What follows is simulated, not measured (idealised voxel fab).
Herein follows the process module entitled voxel self aligned vias.
FYI the section here is cut, 225 nm wide, cells are 5 nm squares.
Cross-section layout: square cells on a grid; listed as bands, top to bottom; a band spans one or more cell rows.
Top height, bottom height, nm. Materials left to right, width each, nm. Single material + "edge to edge" = fills band edge to edge. "air" = empty.
Where do heights start? At 0: under that level the wafer as delivered is made of one material only. And the lowest band has no floor; it just carries on downward, as in "top 0, no bottom".
You'd read "30->40" like this: the band's top row of cells is as wide as the first number, its bottom row is as wide as the second, and going down, every row changes width by the same amount as the row before did.
"stayed the same" after a step means that no cell of the cross-section changed.
Enclosed voids (no open way to top), threshold 8 cells or more, entry "Trapped voids", notation width x height at distance, distance from left edge, nm.
after a step's settings: what the simulator itself notes on the step
"overlay nm", when on a step's line for a step with a mask, measures how far to the right of its planned place the mask lay; a negative measure means to the left.

The planned process steps are enumerated hereunder:
1. RECEIVE with material Si
2. CONFORMAL_DEP with material SiO2, thk nm 10
3. CONFORMAL_DEP with material SiCN, thk nm 5
4. DIRECTIONAL_DEP with material SiO2, thk nm 20
5. PATTERN with tone open, mask id LINES, material resist, width nm 30, pitch nm 65, thk nm 15, overlay nm 0
6. DIRECTIONAL_ETCH with etch materials SiO2, depth nm 20
7. STRIP with etch materials resist
8. CONFORMAL_DEP with material TiN, thk nm 5
9. FILL_DEP with material Ru, thk nm 10
10. CMP with height nm 35
11. SELECTIVE_ETCH with etch materials W Ru TiN, depth nm 5
12. FILL_DEP with material SiN, thk nm 5
13. CMP with height nm 35
14. DIRECTIONAL_DEP with material SiO2, thk nm 15
15. PATTERN with tone open, mask id VIAS, material resist, width nm 40, pitch nm 65, thk nm 15, overlay nm 0
16. DIRECTIONAL_ETCH with etch materials SiO2, depth nm 15
17. DIRECTIONAL_ETCH with etch materials SiN, depth nm 5
18. STRIP with etch materials resist
19. CONFORMAL_DEP with material TiN, thk nm 5
20. FILL_DEP with material Cu, thk nm 5
21. CMP with height nm 50
22. CONFORMAL_DEP with material SiCN, thk nm 5

Cross-sectional view of the wafer in its as-received condition, corresponding to the state after step 1:
- top 0, no bottom | Si edge to edge
- Trapped voids: none

Looking at the first of two wafers in cross-section at end of module - ran to plan:
- top 55, bottom 50 | SiCN edge to edge
- top 50, bottom 40 | 25 nm SiO2  5 nm TiN  30 nm Cu  5 nm TiN  25 nm SiO2  5 nm TiN  30 nm Cu  5 nm TiN  25 nm SiO2  5 nm TiN  30 nm Cu  5 nm TiN  30 nm SiO2
- top 40, bottom 35 | 25 nm SiO2  10 nm TiN  20 nm Cu  10 nm TiN  25 nm SiO2  10 nm TiN  20 nm Cu  10 nm TiN  25 nm SiO2  10 nm TiN  20 nm Cu  10 nm TiN  30 nm SiO2
- top 35, bottom 30 | 30 nm SiO2  30 nm TiN  35 nm SiO2  30 nm TiN  35 nm SiO2  30 nm TiN  35 nm SiO2
- top 30, bottom 20 | 30 nm SiO2  5 nm TiN  20 nm Ru  5 nm TiN  35 nm SiO2  5 nm TiN  20 nm Ru  5 nm TiN  35 nm SiO2  5 nm TiN  20 nm Ru  5 nm TiN  35 nm SiO2
- top 20, bottom 15 | 30 nm SiO2  30 nm TiN  35 nm SiO2  30 nm TiN  35 nm SiO2  30 nm TiN  35 nm SiO2
- top 15, bottom 10 | SiCN edge to edge
- top 10, bottom 0 | SiO2 edge to edge
- top 0, no bottom | Si edge to edge
- Trapped voids: none

Cross-sectional view of the second of two wafers upon completion of the module. This wafer shared its starting condition and process plan with the first; one error was made during its execution:
- top 55, bottom 50 | SiCN edge to edge
- top 50, bottom 35 | 25 nm SiO2  5 nm TiN  30 nm Cu  5 nm TiN  25 nm SiO2  5 nm TiN  30 nm Cu  5 nm TiN  25 nm SiO2  5 nm TiN  30 nm Cu  5 nm TiN  30 nm SiO2
- top 35, bottom 30 | 25 nm SiN  40 nm TiN  25 nm SiN  40 nm TiN  25 nm SiN  40 nm TiN  30 nm SiN
- top 30, bottom 15 | 30 nm SiO2  5 nm TiN  20 nm Ru  5 nm TiN  35 nm SiO2  5 nm TiN  20 nm Ru  5 nm TiN  35 nm SiO2  5 nm TiN  20 nm Ru  5 nm TiN  35 nm SiO2
- top 15, bottom 10 | 30 nm SiO2  30 nm TiN  35 nm SiO2  30 nm TiN  35 nm SiO2  30 nm TiN  35 nm SiO2
- top 10, bottom 0 | SiO2 edge to edge
- top 0, no bottom | Si edge to edge
- Trapped voids: none
Deviation noted in wafer processing: step 3 of the plan: omitted, not performed
Final comparison by cell count, materials where the second wafer has more or fewer than the first: 6 more of Cu | 12 more of Ru | 45 fewer of SiCN | 21 more of SiN | 6 more of TiN
